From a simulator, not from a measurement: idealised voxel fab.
process module | voxel transistor to metal
cross-section cut | 205 nm wide | cells 5 nm
A cross-section is a grid of square cells, given in bands from the top down. A band is one or more rows of cells.
Each band's line starts with the height of the band's top and of its bottom, in nm. Then come its materials from left to right, each with its width in nm. One material with "throughout" fills the band from edge to edge. "air" is empty space.
Height 0 is the level under which the wafer as received is all one material. The lowest band goes on downwards, as in "0 down".
A width such as "30 to 40" changes by the same amount from each row of cells to the next, from the band's top row to its bottom row.
"no change" after a step means that no cell of the cross-section changed.
closed voids: empty space of 8 cells or more with no open way to the top, each as width x height at its distance from the left edge, in nm
after a step's settings: what the simulator itself notes on the step
overlay nm, on a step with a mask: how far to the right of its planned place the mask lay; to the left if negative
plan
1 op RECEIVE | material Si
2 op CONFORMAL_DEP | material SiO2 | thk nm 5
3 op CONFORMAL_DEP | material SiN | thk nm 15
4 op DIRECTIONAL_DEP | material aC | thk nm 10
5 op PATTERN | tone cover | mask id ACTIVE | material resist | width nm 120 | thk nm 30 | overlay nm 0
6 op DIRECTIONAL_ETCH | etch materials aC | depth nm 10
7 op STRIP | etch materials resist
8 op DIRECTIONAL_ETCH | etch materials SiN | depth nm 15
9 op DIRECTIONAL_ETCH | etch materials SiO2 | depth nm 5
10 op DIRECTIONAL_ETCH | etch materials Si | depth nm 30
11 op STRIP | etch materials aC
12 op FILL_DEP | material SiO2 | thk nm 5
13 op CMP | height nm 20
14 op SELECTIVE_ETCH | etch materials SiO2 | depth nm 15
15 op STRIP | etch materials SiN
16 op SELECTIVE_ETCH | etch materials SiO2 | depth nm 5
17 op OXIDIZE | depth nm 5
18 op DIRECTIONAL_DEP | material polySi | thk nm 30
19 op DIRECTIONAL_DEP | material SiCN | thk nm 15
20 op DIRECTIONAL_DEP | material aC | thk nm 10
21 op PATTERN | tone cover | mask id GATE | material resist | width nm 20 | thk nm 30 | overlay nm 0
22 op DIRECTIONAL_ETCH | etch materials aC | depth nm 10
23 op STRIP | etch materials resist
24 op DIRECTIONAL_ETCH | etch materials SiCN | depth nm 25
25 op DIRECTIONAL_ETCH | etch materials polySi | depth nm 40
26 op STRIP | etch materials aC
27 op CONFORMAL_DEP | material SiN | thk nm 10
28 op DIRECTIONAL_ETCH | etch materials SiN | depth nm 10
29 op DIRECTIONAL_ETCH | etch materials SiO2 | depth nm 5
30 op EPI | material nSi | thk nm 5
31 op FILL_DEP | material SiO2 | thk nm 5
32 op CMP | height nm 45
33 op DIRECTIONAL_DEP | material SiO2 | thk nm 15
34 op PATTERN | tone open | mask id CONTACT | material resist | width nm 20 | pitch nm 80 | thk nm 15 | overlay nm 0
35 op DIRECTIONAL_ETCH | etch materials SiO2 | depth nm 60
36 op STRIP | etch materials resist
37 op CONFORMAL_DEP | material TiN | thk nm 5
38 op FILL_DEP | material W | thk nm 5
39 op CMP | height nm 60
40 op DIRECTIONAL_DEP | material TiN | thk nm 5
41 op DIRECTIONAL_DEP | material Ru | thk nm 15
42 op MASKED_ETCH | tone cover | mask id METAL_1 | width nm 20 | pitch nm 80 | etch materials Ru | depth nm 15 | overlay nm 0
43 op MASKED_ETCH | tone cover | mask id METAL_1 | width nm 20 | pitch nm 80 | etch materials TiN | depth nm 5 | overlay nm 0
44 op FILL_DEP | material SiO2 | thk nm 5
45 op CMP | height nm 80
46 op CONFORMAL_DEP | material SiCN | thk nm 5
47 op DIRECTIONAL_DEP | material lowk | thk nm 25
48 op PATTERN | tone open | mask id METAL_2_HOLES | material resist | width nm 15 | pitch nm 80 | thk nm 20 | overlay nm 0
49 op DIRECTIONAL_ETCH | etch materials lowk | depth nm 25
50 op STRIP | etch materials resist
51 op MASKED_ETCH | tone open | mask id METAL_2 | width nm 20 | pitch nm 80 | etch materials lowk | depth nm 15 | overlay nm 0
52 op MASKED_ETCH | tone open | mask id METAL_2 | width nm 20 | pitch nm 80 | etch materials SiCN | depth nm 5 | overlay nm 0
53 op CONFORMAL_DEP | material TiN | thk nm 5
54 op FILL_DEP | material Cu | thk nm 10
55 op CMP | height nm 110
56 op CONFORMAL_DEP | material SiN | thk nm 5
as received, after step 1
  0 down: Si throughout
  closed voids: none
first wafer at the end, as planned
  115 to 110: SiN throughout
  110 to 100: lowk 50 | TiN 5 | Cu 10 | TiN 5 | lowk 60 | TiN 5 | Cu 10 | TiN 5 | lowk 55
  100 to 95: lowk 50 | TiN 5 | Cu 5 | TiN 10 | lowk 60 | TiN 5 | Cu 5 | TiN 10 | lowk 55
  95 to 85: lowk 50 | TiN 5 | Cu 5 | TiN 5 | lowk 65 | TiN 5 | Cu 5 | TiN 5 | lowk 60
  85 to 80: SiCN 50 | TiN 15 | SiCN 65 | TiN 15 | SiCN 60
  80 to 65: SiO2 50 | Ru 20 | SiO2 60 | Ru 20 | SiO2 55
  65 to 60: SiO2 50 | TiN 20 | SiO2 60 | TiN 20 | SiO2 55
  60 to 45: SiO2 50 | TiN 5 | W 10 | TiN 5 | SiO2 60 | TiN 5 | W 10 | TiN 5 | SiO2 55
  45 to 30: SiO2 50 | TiN 5 | W 10 | TiN 5 | SiO2 10 | SiN 10 | SiCN 20 | SiN 10 | SiO2 10 | TiN 5 | W 10 | TiN 5 | SiO2 55
  30 to 5: SiO2 50 | TiN 5 | W 10 | TiN 5 | SiO2 10 | SiN 10 | polySi 20 | SiN 10 | SiO2 10 | TiN 5 | W 10 | TiN 5 | SiO2 55
  5 to 0: SiO2 50 | TiN 20 | SiO2 10 | SiN 10 | polySi 20 | SiN 10 | SiO2 10 | TiN 20 | SiO2 55
  0 to -5: SiO2 35 | nSi 45 | SiO2 40 | nSi 45 | SiO2 40
  -5 to -30: SiO2 40 | Si 120 | SiO2 45
  -30 down: Si throughout
  closed voids: none
second wafer at the end: like start, like plan, one mistake
  115 to 110: SiN throughout
  110 to 100: Cu throughout
  100 to 95: Cu 45 | TiN 25 | Cu 55 | TiN 25 | Cu 55
  95 to 90: Cu 45 | TiN 5 | lowk 15 | TiN 5 | Cu 55 | TiN 5 | lowk 15 | TiN 5 | Cu 55
  90 to 85: TiN 50 | lowk 15 | TiN 65 | lowk 15 | TiN 60
  85 to 80: SiCN 65 | TiN 5 | SiCN 75 | TiN 5 | SiCN 55
  80 to 65: SiO2 50 | Ru 20 | SiO2 60 | Ru 20 | SiO2 55
  65 to 60: SiO2 50 | TiN 20 | SiO2 60 | TiN 20 | SiO2 55
  60 to 45: SiO2 50 | TiN 5 | W 10 | TiN 5 | SiO2 60 | TiN 5 | W 10 | TiN 5 | SiO2 55
  45 to 30: SiO2 50 | TiN 5 | W 10 | TiN 5 | SiO2 10 | SiN 10 | SiCN 20 | SiN 10 | SiO2 10 | TiN 5 | W 10 | TiN 5 | SiO2 55
  30 to 5: SiO2 50 | TiN 5 | W 10 | TiN 5 | SiO2 10 | SiN 10 | polySi 20 | SiN 10 | SiO2 10 | TiN 5 | W 10 | TiN 5 | SiO2 55
  5 to 0: SiO2 50 | TiN 20 | SiO2 10 | SiN 10 | polySi 20 | SiN 10 | SiO2 10 | TiN 20 | SiO2 55
  0 to -5: SiO2 35 | nSi 45 | SiO2 40 | nSi 45 | SiO2 40
  -5 to -30: SiO2 40 | Si 120 | SiO2 45
  -30 down: Si throughout
  closed voids: none
what went wrong: step 48 ran as: op PATTERN | tone cover | mask id METAL_2_HOLES | material resist | width nm 15 | pitch nm 80 | thk nm 20 | overlay nm 0
at the end the second wafer has, in cells: 130 more of Cu | 4 more of SiCN | 23 more of TiN | 157 fewer of lowk
